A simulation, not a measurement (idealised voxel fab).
Title: Process Module voxel wiring stack
The cross-section on display is named cut; it measures 280 nm wide, and its cells are 5 nm squares.
A cross-section is a grid of square cells, given in bands from the top down. A band is one or more rows of cells. A band entry consists of two parts. The first gives the height of the band's top and the height of its bottom, in nm. The rest lists the band's materials from left to right, each with its width in nm. A single material labelled with the word "all across" fills the band from edge to edge, and the word "blank" marks empty space. It should be noted that heights are counted from 0, beneath which the wafer as supplied is of one material throughout, and that the lowest band possesses no lower boundary but continues downward, as written in "0 and below". A width such as "30 to 40" changes by the same amount from each row of cells to the next, from the band's top row to its bottom row. "nothing changed", as given for a step, is the statement that not any cell of the cross-section underwent a change during that step. Heads up: "Closed void table" only lists the empty pockets with no open path to the top that are 8 cells or more, and it writes them as width x height at distance, distance from the left edge, in nm. Whatever follows a step's settings on its line is a remark the simulator itself makes about that step. You can add "overlay nm" to a step's line. For a step with a mask, it describes how far the mask lay to the right of its planned position, and a negative number describes a lay to the left. Before/after cross-section pairs, one process step each; after shown to lowest changed band; step and settings beneath. Pairs may be from different runs of this module on the same starting wafer; a pair continues from the one above only where its "Structure before processing" entry says so.
Structure before processing
  75 down to 60: blank=95 / Ru=30 / blank=25 / Ru=30 / blank=100
  60 down to 55: blank=95 / TiN=30 / blank=25 / TiN=30 / blank=100
  55 down to 35: lowk=90 / TiN=5 / Ru=15 / TiN=5 / lowk=30 / TiN=5 / Ru=15 / TiN=5 / lowk=110
  35 down to 30: SiCN=90 / TiN=25 / SiCN=30 / TiN=25 / SiCN=110
  30 down to 15: SiO2=95 / W=30 / SiO2=25 / W=30 / SiO2=100
  15 down to 10: SiO2=95 / TiN=30 / SiO2=25 / TiN=30 / SiO2=100
  10 down to 0: SiO2 all across
  0 and below: Si all across
  Closed void table: none
after
  80 down to 75: blank=90 / SiCN=40 / blank=15 / SiCN=40 / blank=95
  75 down to 60: blank=90 / SiCN=5 / Ru=30 / SiCN=5 / blank=15 / SiCN=5 / Ru=30 / SiCN=5 / blank=95
  60 down to 55: SiCN=95 / TiN=30 / SiCN=25 / TiN=30 / SiCN=100
  Below 55, the layers are the same as they were.
  Closed void table: none
It is this step that lies between the two cross-sections above: CONFORMAL_DEP, material SiCN, thk nm 5
Structure before processing: the cross-section after the pair above
after
  85 down to 80: SiO2 all across
  80 down to 75: SiO2=90 / SiCN=40 / SiO2=15 / SiCN=40 / SiO2=95
  75 down to 60: SiO2=90 / SiCN=5 / Ru=30 / SiCN=5 / SiO2=15 / SiCN=5 / Ru=30 / SiCN=5 / SiO2=95
  Below 60, the layers are the same as they were.
  Closed void table: none
It is this step that lies between the two cross-sections above: FILL_DEP, material SiO2, thk nm 5
Structure before processing: the cross-section after the pair above
after
  75 down to 60: SiO2=90 / SiCN=5 / Ru=30 / SiCN=5 / SiO2=15 / SiCN=5 / Ru=30 / SiCN=5 / SiO2=95
  Below 60, the layers are the same as they were.
  Closed void table: none
It is this step that lies between the two cross-sections above: CMP, height nm 75
Structure before processing: the cross-section after the pair above
after
  80 down to 75: SiN all across
  Below 75, the layers are the same as they were.
  Closed void table: none
It is this step that lies between the two cross-sections above: CONFORMAL_DEP, material SiN, thk nm 5
Structure before processing
  75 down to 60: Ru all across
  60 down to 55: TiN all across
  55 down to 35: lowk=95 / TiN=5 / Ru=5 / TiN=5 / lowk=40 / TiN=5 / Ru=5 / TiN=5 / lowk=115
  35 down to 30: SiCN=95 / TiN=15 / SiCN=40 / TiN=15 / SiCN=115
  30 down to 15: SiO2=95 / W=30 / SiO2=25 / W=30 / SiO2=100
  15 down to 10: SiO2=95 / TiN=30 / SiO2=25 / TiN=30 / SiO2=100
  10 down to 0: SiO2 all across
  0 and below: Si all across
  Closed void table: none
after
  95 down to 75: blank=100 / resist=30 / blank=25 / resist=30 / blank=95
  Below 75, the layers are the same as they were.
  Closed void table: none
It is this step that lies between the two cross-sections above: PATTERN, tone cover, mask id METAL_2, material resist, width nm 30, pitch nm 55, thk nm 20, overlay nm 5
Structure before processing: the cross-section after the pair above
after
  95 down to 75: blank=100 / resist=30 / blank=25 / resist=30 / blank=95
  75 down to 60: blank=100 / Ru=30 / blank=25 / Ru=30 / blank=95
  Below 60, the layers are the same as they were.
  Closed void table: none
It is this step that lies between the two cross-sections above: DIRECTIONAL_ETCH, etch materials Ru, depth nm 15
Structure before processing: the cross-section after the pair above
after
  95 down to 75: blank=100 / resist=30 / blank=25 / resist=30 / blank=95
  75 down to 60: blank=100 / Ru=30 / blank=25 / Ru=30 / blank=95
  60 down to 55: blank=100 / TiN=30 / blank=25 / TiN=30 / blank=95
  Below 55, the layers are the same as they were.
  Closed void table: none
It is this step that lies between the two cross-sections above: DIRECTIONAL_ETCH, etch materials TiN, depth nm 5
Structure before processing: the cross-section after the pair above
after
  75 down to 60: blank=100 / Ru=30 / blank=25 / Ru=30 / blank=95
  Below 60, the layers are the same as they were.
  Closed void table: none
It is this step that lies between the two cross-sections above: STRIP, etch materials resist
Structure before processing: the cross-section after the pair above
after
  80 down to 75: blank=95 / SiCN=40 / blank=15 / SiCN=40 / blank=90
  75 down to 60: blank=95 / SiCN=5 / Ru=30 / SiCN=5 / blank=15 / SiCN=5 / Ru=30 / SiCN=5 / blank=90
  60 down to 55: SiCN=100 / TiN=30 / SiCN=25 / TiN=30 / SiCN=95
  Below 55, the layers are the same as they were.
  Closed void table: none
It is this step that lies between the two cross-sections above: CONFORMAL_DEP, material SiCN, thk nm 5
Structure before processing: the cross-section after the pair above
after
  85 down to 80: SiO2 all across
  80 down to 75: SiO2=95 / SiCN=40 / SiO2=15 / SiCN=40 / SiO2=90
  75 down to 60: SiO2=95 / SiCN=5 / Ru=30 / SiCN=5 / SiO2=15 / SiCN=5 / Ru=30 / SiCN=5 / SiO2=90
  Below 60, the layers are the same as they were.
  Closed void table: none
It is this step that lies between the two cross-sections above: FILL_DEP, material SiO2, thk nm 5
Structure before processing: the cross-section after the pair above
after
  75 down to 60: SiO2=95 / SiCN=5 / Ru=30 / SiCN=5 / SiO2=15 / SiCN=5 / Ru=30 / SiCN=5 / SiO2=90
  Below 60, the layers are the same as they were.
  Closed void table: none
It is this step that lies between the two cross-sections above: CMP, height nm 75
Structure before processing: the cross-section after the pair above
after
  80 down to 75: SiN all across
  Below 75, the layers are the same as they were.
  Closed void table: none
It is this step that lies between the two cross-sections above: CONFORMAL_DEP, material SiN, thk nm 5
Structure before processing
  30 down to 15: blank=95 / W=30 / blank=25 / W=30 / blank=100
  15 down to 10: blank=95 / TiN=30 / blank=25 / TiN=30 / blank=100
  10 down to 0: SiO2 all across
  0 and below: Si all across
  Closed void table: none
after
  40 down to 30: Ru all across
  30 down to 15: Ru=95 / W=30 / Ru=25 / W=30 / Ru=100
  15 down to 10: Ru=95 / TiN=30 / Ru=25 / TiN=30 / Ru=100
  Below 10, the layers are the same as they were.
  Closed void table: none
It is this step that lies between the two cross-sections above: FILL_DEP, material Ru, thk nm 10
Structure before processing: the cross-section after the pair above
after
  30 down to 15: Ru=95 / W=30 / Ru=25 / W=30 / Ru=100
  Below 15, the layers are the same as they were.
  Closed void table: none
It is this step that lies between the two cross-sections above: CMP, height nm 30
Structure before processing: the cross-section after the pair above
after
  35 down to 30: SiCN all across
  Below 30, the layers are the same as they were.
  Closed void table: none
It is this step that lies between the two cross-sections above: CONFORMAL_DEP, material SiCN, thk nm 5
Structure before processing: the cross-section after the pair above
after
  55 down to 35: lowk all across
  Below 35, the layers are the same as they were.
  Closed void table: none
It is this step that lies between the two cross-sections above: DIRECTIONAL_DEP, material lowk, thk nm 20
Structure before processing: the cross-section after the pair above
after
  70 down to 55: resist=95 / blank=15 / resist=40 / blank=15 / resist=115
  Below 55, the layers are the same as they were.
  Closed void table: none
It is this step that lies between the two cross-sections above: PATTERN, tone open, mask id PLUG_1, material resist, width nm 15, pitch nm 55, thk nm 15, overlay nm 0
Structure before processing: the cross-section after the pair above
after
  70 down to 55: resist=95 / blank=15 / resist=40 / blank=15 / resist=115
  55 down to 35: lowk=95 / blank=15 / lowk=40 / blank=15 / lowk=115
  Below 35, the layers are the same as they were.
  Closed void table: none
It is this step that lies between the two cross-sections above: DIRECTIONAL_ETCH, etch materials lowk, depth nm 20
Structure before processing: the cross-section after the pair above
after
  70 down to 55: resist=95 / blank=15 / resist=40 / blank=15 / resist=115
  55 down to 35: lowk=95 / blank=15 / lowk=40 / blank=15 / lowk=115
  35 down to 30: SiCN=95 / blank=15 / SiCN=40 / blank=15 / SiCN=115
  Below 30, the layers are the same as they were.
  Closed void table: none
It is this step that lies between the two cross-sections above: DIRECTIONAL_ETCH, etch materials SiCN, depth nm 5
Structure before processing: the cross-section after the pair above
after
  55 down to 35: lowk=95 / blank=15 / lowk=40 / blank=15 / lowk=115
  Below 35, the layers are the same as they were.
  Closed void table: none
It is this step that lies between the two cross-sections above: STRIP, etch materials resist
Structure before processing: the cross-section after the pair above
after
  60 down to 55: TiN=100 / blank=5 / TiN=50 / blank=5 / TiN=120
  55 down to 35: lowk=95 / TiN=5 / blank=5 / TiN=5 / lowk=40 / TiN=5 / blank=5 / TiN=5 / lowk=115
  35 down to 30: SiCN=95 / TiN=15 / SiCN=40 / TiN=15 / SiCN=115
  Below 30, the layers are the same as they were.
  Closed void table: none
It is this step that lies between the two cross-sections above: CONFORMAL_DEP, material TiN, thk nm 5
Structure before processing: the cross-section after the pair above
after
  65 down to 60: Ru all across
  60 down to 55: TiN=100 / Ru=5 / TiN=50 / Ru=5 / TiN=120
  55 down to 35: lowk=95 / TiN=5 / Ru=5 / TiN=5 / lowk=40 / TiN=5 / Ru=5 / TiN=5 / lowk=115
  Below 35, the layers are the same as they were.
  Closed void table: none
It is this step that lies between the two cross-sections above: FILL_DEP, material Ru, thk nm 5
Structure before processing: the cross-section after the pair above
after
  55 down to 35: lowk=95 / TiN=5 / Ru=5 / TiN=5 / lowk=40 / TiN=5 / Ru=5 / TiN=5 / lowk=115
  Below 35, the layers are the same as they were.
  Closed void table: none
It is this step that lies between the two cross-sections above: CMP, height nm 55
Structure before processing: the cross-section after the pair above
after
  60 down to 55: TiN all across
  Below 55, the layers are the same as they were.
  Closed void table: none
It is this step that lies between the two cross-sections above: DIRECTIONAL_DEP, material TiN, thk nm 5
Structure before processing: the cross-section after the pair above
after
  75 down to 60: Ru all across
  Below 60, the layers are the same as they were.
  Closed void table: none
It is this step that lies between the two cross-sections above: DIRECTIONAL_DEP, material Ru, thk nm 15
Structure before processing: the cross-section after the pair above
after
  95 down to 75: blank=95 / resist=30 / blank=25 / resist=30 / blank=100
  Below 75, the layers are the same as they were.
  Closed void table: none
It is this step that lies between the two cross-sections above: PATTERN, tone cover, mask id METAL_2, material resist, width nm 30, pitch nm 55, thk nm 20, overlay nm 0
Structure before processing: the cross-section after the pair above
after
  95 down to 75: blank=95 / resist=30 / blank=25 / resist=30 / blank=100
  75 down to 60: blank=95 / Ru=30 / blank=25 / Ru=30 / blank=100
  Below 60, the layers are the same as they were.
  Closed void table: none
It is this step that lies between the two cross-sections above: DIRECTIONAL_ETCH, etch materials Ru, depth nm 15
Structure before processing: the cross-section after the pair above
after
  95 down to 75: blank=95 / resist=30 / blank=25 / resist=30 / blank=100
  75 down to 60: blank=95 / Ru=30 / blank=25 / Ru=30 / blank=100
  60 down to 55: blank=95 / TiN=30 / blank=25 / TiN=30 / blank=100
  Below 55, the layers are the same as they were.
  Closed void table: none
It is this step that lies between the two cross-sections above: DIRECTIONAL_ETCH, etch materials TiN, depth nm 5
Structure before processing: the cross-section after the pair above
after
  75 down to 60: blank=95 / Ru=30 / blank=25 / Ru=30 / blank=100
  Below 60, the layers are the same as they were.
  Closed void table: none
It is this step that lies between the two cross-sections above: STRIP, etch materials resist
Structure before processing: the cross-section after the pair above
after
  80 down to 75: blank=90 / SiCN=40 / blank=15 / SiCN=40 / blank=95
  75 down to 60: blank=90 / SiCN=5 / Ru=30 / SiCN=5 / blank=15 / SiCN=5 / Ru=30 / SiCN=5 / blank=95
  60 down to 55: SiCN=95 / TiN=30 / SiCN=25 / TiN=30 / SiCN=100
  Below 55, the layers are the same as they were.
  Closed void table: none
It is this step that lies between the two cross-sections above: CONFORMAL_DEP, material SiCN, thk nm 5
Structure before processing: the cross-section after the pair above
after
  85 down to 80: SiO2 all across
  80 down to 75: SiO2=90 / SiCN=40 / SiO2=15 / SiCN=40 / SiO2=95
  75 down to 60: SiO2=90 / SiCN=5 / Ru=30 / SiCN=5 / SiO2=15 / SiCN=5 / Ru=30 / SiCN=5 / SiO2=95
  Below 60, the layers are the same as they were.
  Closed void table: none
It is this step that lies between the two cross-sections above: FILL_DEP, material SiO2, thk nm 5
Structure before processing: the cross-section after the pair above
after
  75 down to 60: SiO2=90 / SiCN=5 / Ru=30 / SiCN=5 / SiO2=15 / SiCN=5 / Ru=30 / SiCN=5 / SiO2=95
  Below 60, the layers are the same as they were.
  Closed void table: none
It is this step that lies between the two cross-sections above: CMP, height nm 75
Structure before processing: the cross-section after the pair above
after
  80 down to 75: SiN all across
  Below 75, the layers are the same as they were.
  Closed void table: none
It is this step that lies between the two cross-sections above: CONFORMAL_DEP, material SiN, thk nm 5
Structure before processing
  55 down to 35: lowk all across
  35 down to 30: SiCN all across
  30 down to 15: SiO2=95 / W=30 / SiO2=25 / W=30 / SiO2=100
  15 down to 10: SiO2=95 / TiN=30 / SiO2=25 / TiN=30 / SiO2=100
  10 down to 0: SiO2 all across
  0 and below: Si all across
  Closed void table: none
after
  70 down to 55: blank=95 / resist=15 / blank=40 / resist=15 / blank=115
  Below 55, the layers are the same as they were.
  Closed void table: none
It is this step that lies between the two cross-sections above: PATTERN, tone cover, mask id PLUG_1, material resist, width nm 15, pitch nm 55, thk nm 15, overlay nm 0
Structure before processing: the cross-section after the pair above
after
  70 down to 55: blank=95 / resist=15 / blank=40 / resist=15 / blank=115
  55 down to 35: blank=95 / lowk=15 / blank=40 / lowk=15 / blank=115
  Below 35, the layers are the same as they were.
  Closed void table: none
It is this step that lies between the two cross-sections above: DIRECTIONAL_ETCH, etch materials lowk, depth nm 20
Structure before processing: the cross-section after the pair above
after
  70 down to 55: blank=95 / resist=15 / blank=40 / resist=15 / blank=115
  55 down to 35: blank=95 / lowk=15 / blank=40 / lowk=15 / blank=115
  35 down to 30: blank=95 / SiCN=15 / blank=40 / SiCN=15 / blank=115
  Below 30, the layers are the same as they were.
  Closed void table: none
It is this step that lies between the two cross-sections above: DIRECTIONAL_ETCH, etch materials SiCN, depth nm 5
Structure before processing: the cross-section after the pair above
after
  55 down to 35: blank=95 / lowk=15 / blank=40 / lowk=15 / blank=115
  Below 35, the layers are the same as they were.
  Closed void table: none
It is this step that lies between the two cross-sections above: STRIP, etch materials resist
Structure before processing: the cross-section after the pair above
after
  60 down to 55: blank=90 / TiN=25 / blank=30 / TiN=25 / blank=110
  55 down to 35: blank=90 / TiN=5 / lowk=15 / TiN=5 / blank=30 / TiN=5 / lowk=15 / TiN=5 / blank=110
  35 down to 30: TiN=95 / SiCN=15 / TiN=40 / SiCN=15 / TiN=115
  Below 30, the layers are the same as they were.
  Closed void table: none
It is this step that lies between the two cross-sections above: CONFORMAL_DEP, material TiN, thk nm 5
Structure before processing: the cross-section after the pair above
after
  65 down to 60: Ru all across
  60 down to 55: Ru=90 / TiN=25 / Ru=30 / TiN=25 / Ru=110
  55 down to 35: Ru=90 / TiN=5 / lowk=15 / TiN=5 / Ru=30 / TiN=5 / lowk=15 / TiN=5 / Ru=110
  Below 35, the layers are the same as they were.
  Closed void table: none
It is this step that lies between the two cross-sections above: FILL_DEP, material Ru, thk nm 5
Structure before processing: the cross-section after the pair above
after
  55 down to 35: Ru=90 / TiN=5 / lowk=15 / TiN=5 / Ru=30 / TiN=5 / lowk=15 / TiN=5 / Ru=110
  Below 35, the layers are the same as they were.
  Closed void table: none
It is this step that lies between the two cross-sections above: CMP, height nm 55
Structure before processing: the cross-section after the pair above
after
  60 down to 55: TiN all across
  Below 55, the layers are the same as they were.
  Closed void table: none
It is this step that lies between the two cross-sections above: DIRECTIONAL_DEP, material TiN, thk nm 5
Structure before processing: the cross-section after the pair above
after
  75 down to 60: Ru all across
  Below 60, the layers are the same as they were.
  Closed void table: none
It is this step that lies between the two cross-sections above: DIRECTIONAL_DEP, material Ru, thk nm 15
Structure before processing: the cross-section after the pair above
after
  95 down to 75: blank=95 / resist=30 / blank=25 / resist=30 / blank=100
  Below 75, the layers are the same as they were.
  Closed void table: none
It is this step that lies between the two cross-sections above: PATTERN, tone cover, mask id METAL_2, material resist, width nm 30, pitch nm 55, thk nm 20, overlay nm 0
Structure before processing: the cross-section after the pair above
after
  95 down to 75: blank=95 / resist=30 / blank=25 / resist=30 / blank=100
  75 down to 60: blank=95 / Ru=30 / blank=25 / Ru=30 / blank=100
  Below 60, the layers are the same as they were.
  Closed void table: none
It is this step that lies between the two cross-sections above: DIRECTIONAL_ETCH, etch materials Ru, depth nm 15
Structure before processing: the cross-section after the pair above
after
  95 down to 75: blank=95 / resist=30 / blank=25 / resist=30 / blank=100
  75 down to 60: blank=95 / Ru=30 / blank=25 / Ru=30 / blank=100
  60 down to 55: blank=95 / TiN=30 / blank=25 / TiN=30 / blank=100
  Below 55, the layers are the same as they were.
  Closed void table: none
It is this step that lies between the two cross-sections above: DIRECTIONAL_ETCH, etch materials TiN, depth nm 5
Structure before processing: the cross-section after the pair above
after
  75 down to 60: blank=95 / Ru=30 / blank=25 / Ru=30 / blank=100
  Below 60, the layers are the same as they were.
  Closed void table: none
It is this step that lies between the two cross-sections above: STRIP, etch materials resist
Structure before processing: the cross-section after the pair above
after
  80 down to 75: blank=90 / SiCN=40 / blank=15 / SiCN=40 / blank=95
  75 down to 60: blank=90 / SiCN=5 / Ru=30 / SiCN=5 / blank=15 / SiCN=5 / Ru=30 / SiCN=5 / blank=95
  60 down to 55: SiCN=95 / TiN=30 / SiCN=25 / TiN=30 / SiCN=100
  Below 55, the layers are the same as they were.
  Closed void table: none
It is this step that lies between the two cross-sections above: CONFORMAL_DEP, material SiCN, thk nm 5
Structure before processing: the cross-section after the pair above
after
  85 down to 80: SiO2 all across
  80 down to 75: SiO2=90 / SiCN=40 / SiO2=15 / SiCN=40 / SiO2=95
  75 down to 60: SiO2=90 / SiCN=5 / Ru=30 / SiCN=5 / SiO2=15 / SiCN=5 / Ru=30 / SiCN=5 / SiO2=95
  Below 60, the layers are the same as they were.
  Closed void table: none
It is this step that lies between the two cross-sections above: FILL_DEP, material SiO2, thk nm 5
Structure before processing: the cross-section after the pair above
after
  75 down to 60: SiO2=90 / SiCN=5 / Ru=30 / SiCN=5 / SiO2=15 / SiCN=5 / Ru=30 / SiCN=5 / SiO2=95
  Below 60, the layers are the same as they were.
  Closed void table: none
It is this step that lies between the two cross-sections above: CMP, height nm 75
Structure before processing: the cross-section after the pair above
after
  80 down to 75: SiN all across
  Below 75, the layers are the same as they were.
  Closed void table: none
It is this step that lies between the two cross-sections above: CONFORMAL_DEP, material SiN, thk nm 5
